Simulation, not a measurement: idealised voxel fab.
This section sets out a process module, namely voxel gate over fins.
The width of the displayed cross-section, cut, is 145 nm; its cells are square, with a size of 5 nm.
Notation: cross-section as square-cell grid; stated in bands, top first, going down; one or more cell rows per band.
Band: top and bottom heights (nm) first, top before bottom; then materials from left to right, widths in nm. "throughout" marks a sole material filling the band edge to edge. "empty" denotes empty space.
A quick word on heights: they are counted from 0, and under that level the wafer as it came to us is one material throughout. The lowest band is different from the rest in having no bottom; it simply continues downward, written as in "0 down".
Width "30 to 40": first value at the band's top row of cells, second value at its bottom row, equal change from row to row.
Step marked "identical to before"? Then no cell in the cross-section changed in it.
Heads up: "Enclosed void list" only lists the empty pockets with no open path to the top that are 8 cells or more, and it writes them as width x height at distance, distance from the left edge, in nm.
Note: text after step settings on the step line = simulator remark on that step.
overlay nm: mask offset rightward from planned place, masked step; negative means leftward offset.
-- Process steps (planned)
1 RECEIVE with material Si
2 CONFORMAL_DEP with material SiN, thk nm 5
3 PATTERN with tone cover, mask id FINS, material resist, width nm 15, pitch nm 50, thk nm 15, overlay nm 0
4 DIRECTIONAL_ETCH with etch materials SiN, depth nm 5
5 DIRECTIONAL_ETCH with etch materials Si, depth nm 40
6 STRIP with etch materials resist
7 FILL_DEP with material SiO2, thk nm 15
8 CMP with height nm 5
9 PATTERN with tone open, mask id RAIL, material resist, width nm 15, thk nm 15, overlay nm 0
10 DIRECTIONAL_ETCH with etch materials SiO2, depth nm 40
11 STRIP with etch materials resist
12 CONFORMAL_DEP with material TiN, thk nm 5
13 FILL_DEP with material Ru, thk nm 5
14 CMP with height nm 5
15 SELECTIVE_ETCH with etch materials W Ru TiN, depth nm 20
16 FILL_DEP with material SiO2, thk nm 5
17 CMP with height nm 5
18 SELECTIVE_ETCH with etch materials SiO2, depth nm 15
19 STRIP with etch materials SiN
20 CONFORMAL_DEP with material HfO2, thk nm 5
21 CONFORMAL_DEP with material TiN, thk nm 5
22 CONFORMAL_DEP with material TiAl, thk nm 5
23 CONFORMAL_DEP with material TiN, thk nm 5
24 FILL_DEP with material W, thk nm 15
25 CMP with height nm 30
26 CONFORMAL_DEP with material SiN, thk nm 10
-- First of two wafers: run as planned
-- As-received state of the wafer in cross-section, equivalent to post-step 1
	0 down: Si throughout
	Enclosed void list: none
-- Sectional view: wafer, after step 2
	5 to 0: SiN throughout
	Below 0, no change.
-- Sectional view: wafer, after step 3
	20 to 5: 15 empty / 15 resist / 35 empty / 15 resist / 35 empty / 15 resist / 15 empty
	Below 5, no change.
-- Sectional view: wafer, after step 4
	20 to 5: 15 empty / 15 resist / 35 empty / 15 resist / 35 empty / 15 resist / 15 empty
	5 to 0: 15 empty / 15 SiN / 35 empty / 15 SiN / 35 empty / 15 SiN / 15 empty
	Below 0, no change.
-- Sectional view: wafer, after step 5
	20 to 5: 15 empty / 15 resist / 35 empty / 15 resist / 35 empty / 15 resist / 15 empty
	5 to 0: 15 empty / 15 SiN / 35 empty / 15 SiN / 35 empty / 15 SiN / 15 empty
	0 to -40: 15 empty / 15 Si / 35 empty / 15 Si / 35 empty / 15 Si / 15 empty
	Below -40, no change.
-- Sectional view: wafer, after step 6
	5 to 0: 15 empty / 15 SiN / 35 empty / 15 SiN / 35 empty / 15 SiN / 15 empty
	Below 0, no change.
-- Sectional view: wafer, after step 7
	20 to 5: SiO2 throughout
	5 to 0: 15 SiO2 / 15 SiN / 35 SiO2 / 15 SiN / 35 SiO2 / 15 SiN / 15 SiO2
	0 to -40: 15 SiO2 / 15 Si / 35 SiO2 / 15 Si / 35 SiO2 / 15 Si / 15 SiO2
	Below -40, no change.
-- Sectional view: wafer, after step 8
	5 to 0: 15 SiO2 / 15 SiN / 35 SiO2 / 15 SiN / 35 SiO2 / 15 SiN / 15 SiO2
	Below 0, no change.
-- Sectional view: wafer, after step 9
	20 to 5: 40 resist / 15 empty / 90 resist
	Below 5, no change.
-- Sectional view: wafer, after step 10
	20 to 5: 40 resist / 15 empty / 90 resist
	5 to 0: 15 SiO2 / 15 SiN / 10 SiO2 / 15 empty / 10 SiO2 / 15 SiN / 35 SiO2 / 15 SiN / 15 SiO2
	0 to -35: 15 SiO2 / 15 Si / 10 SiO2 / 15 empty / 10 SiO2 / 15 Si / 35 SiO2 / 15 Si / 15 SiO2
	Below -35, no change.
-- Sectional view: wafer, after step 11
	5 to 0: 15 SiO2 / 15 SiN / 10 SiO2 / 15 empty / 10 SiO2 / 15 SiN / 35 SiO2 / 15 SiN / 15 SiO2
	Below 0, no change.
-- Sectional view: wafer, after step 12
	10 to 5: 45 TiN / 5 empty / 95 TiN
	5 to 0: 15 SiO2 / 15 SiN / 10 SiO2 / 5 TiN / 5 empty / 5 TiN / 10 SiO2 / 15 SiN / 35 SiO2 / 15 SiN / 15 SiO2
	0 to -30: 15 SiO2 / 15 Si / 10 SiO2 / 5 TiN / 5 empty / 5 TiN / 10 SiO2 / 15 Si / 35 SiO2 / 15 Si / 15 SiO2
	-30 to -35: 15 SiO2 / 15 Si / 10 SiO2 / 15 TiN / 10 SiO2 / 15 Si / 35 SiO2 / 15 Si / 15 SiO2
	Below -35, no change.
-- Sectional view: wafer, after step 13
	15 to 10: Ru throughout
	10 to 5: 45 TiN / 5 Ru / 95 TiN
	5 to 0: 15 SiO2 / 15 SiN / 10 SiO2 / 5 TiN / 5 Ru / 5 TiN / 10 SiO2 / 15 SiN / 35 SiO2 / 15 SiN / 15 SiO2
	0 to -30: 15 SiO2 / 15 Si / 10 SiO2 / 5 TiN / 5 Ru / 5 TiN / 10 SiO2 / 15 Si / 35 SiO2 / 15 Si / 15 SiO2
	Below -30, no change.
-- Sectional view: wafer, after step 14
	5 to 0: 15 SiO2 / 15 SiN / 10 SiO2 / 5 TiN / 5 Ru / 5 TiN / 10 SiO2 / 15 SiN / 35 SiO2 / 15 SiN / 15 SiO2
	Below 0, no change.
-- Sectional view: wafer, after step 15
	5 to 0: 15 SiO2 / 15 SiN / 10 SiO2 / 15 empty / 10 SiO2 / 15 SiN / 35 SiO2 / 15 SiN / 15 SiO2
	0 to -15: 15 SiO2 / 15 Si / 10 SiO2 / 15 empty / 10 SiO2 / 15 Si / 35 SiO2 / 15 Si / 15 SiO2
	Below -15, no change.
-- Sectional view: wafer, after step 16
	10 to 5: SiO2 throughout
	5 to 0: 15 SiO2 / 15 SiN / 35 SiO2 / 15 SiN / 35 SiO2 / 15 SiN / 15 SiO2
	0 to -15: 15 SiO2 / 15 Si / 35 SiO2 / 15 Si / 35 SiO2 / 15 Si / 15 SiO2
	Below -15, no change.
-- Sectional view: wafer, after step 17
	5 to 0: 15 SiO2 / 15 SiN / 35 SiO2 / 15 SiN / 35 SiO2 / 15 SiN / 15 SiO2
	Below 0, no change.
-- Sectional view: wafer, after step 18
	5 to 0: 15 empty / 15 SiN / 35 empty / 15 SiN / 35 empty / 15 SiN / 15 empty
	0 to -10: 15 empty / 15 Si / 35 empty / 15 Si / 35 empty / 15 Si / 15 empty
	Below -10, no change.
-- Sectional view: wafer, after step 19
	0 to -10: 15 empty / 15 Si / 35 empty / 15 Si / 35 empty / 15 Si / 15 empty
	Below -10, no change.
-- Sectional view: wafer, after step 20
	5 to 0: 10 empty / 25 HfO2 / 25 empty / 25 HfO2 / 25 empty / 25 HfO2 / 10 empty
	0 to -5: 10 empty / 5 HfO2 / 15 Si / 5 HfO2 / 25 empty / 5 HfO2 / 15 Si / 5 HfO2 / 25 empty / 5 HfO2 / 15 Si / 5 HfO2 / 10 empty
	-5 to -10: 15 HfO2 / 15 Si / 35 HfO2 / 15 Si / 35 HfO2 / 15 Si / 15 HfO2
	Below -10, no change.
-- Sectional view: wafer, after step 21
	10 to 5: 5 empty / 35 TiN / 15 empty / 35 TiN / 15 empty / 35 TiN / 5 empty
	5 to 0: 5 empty / 5 TiN / 25 HfO2 / 5 TiN / 15 empty / 5 TiN / 25 HfO2 / 5 TiN / 15 empty / 5 TiN / 25 HfO2 / 5 TiN / 5 empty
	0 to -5: 10 TiN / 5 HfO2 / 15 Si / 5 HfO2 / 25 TiN / 5 HfO2 / 15 Si / 5 HfO2 / 25 TiN / 5 HfO2 / 15 Si / 5 HfO2 / 10 TiN
	Below -5, no change.
-- Sectional view: wafer, after step 22
	15 to 10: 45 TiAl / 5 empty / 45 TiAl / 5 empty / 45 TiAl
	10 to 5: 5 TiAl / 35 TiN / 5 TiAl / 5 empty / 5 TiAl / 35 TiN / 5 TiAl / 5 empty / 5 TiAl / 35 TiN / 5 TiAl
	5 to 0: 5 TiAl / 5 TiN / 25 HfO2 / 5 TiN / 15 TiAl / 5 TiN / 25 HfO2 / 5 TiN / 15 TiAl / 5 TiN / 25 HfO2 / 5 TiN / 5 TiAl
	Below 0, no change.
-- Sectional view: wafer, after step 23
	20 to 15: TiN throughout
	15 to 10: 45 TiAl / 5 TiN / 45 TiAl / 5 TiN / 45 TiAl
	10 to 5: 5 TiAl / 35 TiN / 5 TiAl / 5 TiN / 5 TiAl / 35 TiN / 5 TiAl / 5 TiN / 5 TiAl / 35 TiN / 5 TiAl
	Below 5, no change.
-- Sectional view: wafer, after step 24
	35 to 20: W throughout
	Below 20, no change.
-- Sectional view: wafer, after step 25
	30 to 20: W throughout
	Below 20, no change.
-- Sectional view: wafer, after step 26
	40 to 30: SiN throughout
	Below 30, no change.
-- Second Wafer (Identical Start and Plan, One Processing Error; Matches First Wafer Through Step 21)
Cross-section of the second wafer at the time by which step 22 should have been completed according to the plan: identical to before
-- Cross-section of the second wafer at the time by which step 23 should have been completed according to the plan
	15 to 5: 45 TiN / 5 empty / 45 TiN / 5 empty / 45 TiN
	5 to 0: 10 TiN / 25 HfO2 / 25 TiN / 25 HfO2 / 25 TiN / 25 HfO2 / 10 TiN
	Below 0, no change.
-- Cross-section of the second wafer at the time by which step 24 should have been completed according to the plan
	30 to 15: W throughout
	15 to 5: 45 TiN / 5 W / 45 TiN / 5 W / 45 TiN
	Below 5, no change.
Cross-section of the second wafer at the time by which step 25 should have been completed according to the plan: identical to before
-- Cross-section of the second wafer at the time by which step 26 should have been completed according to the plan
	40 to 30: SiN throughout
	Below 30, no change.
Run error: execution of step 22 of the plan did not take place, the step having been omitted
Materials where the second wafer ends with more or fewer cells than the first: TiAl -41 | TiN +8 | W +33
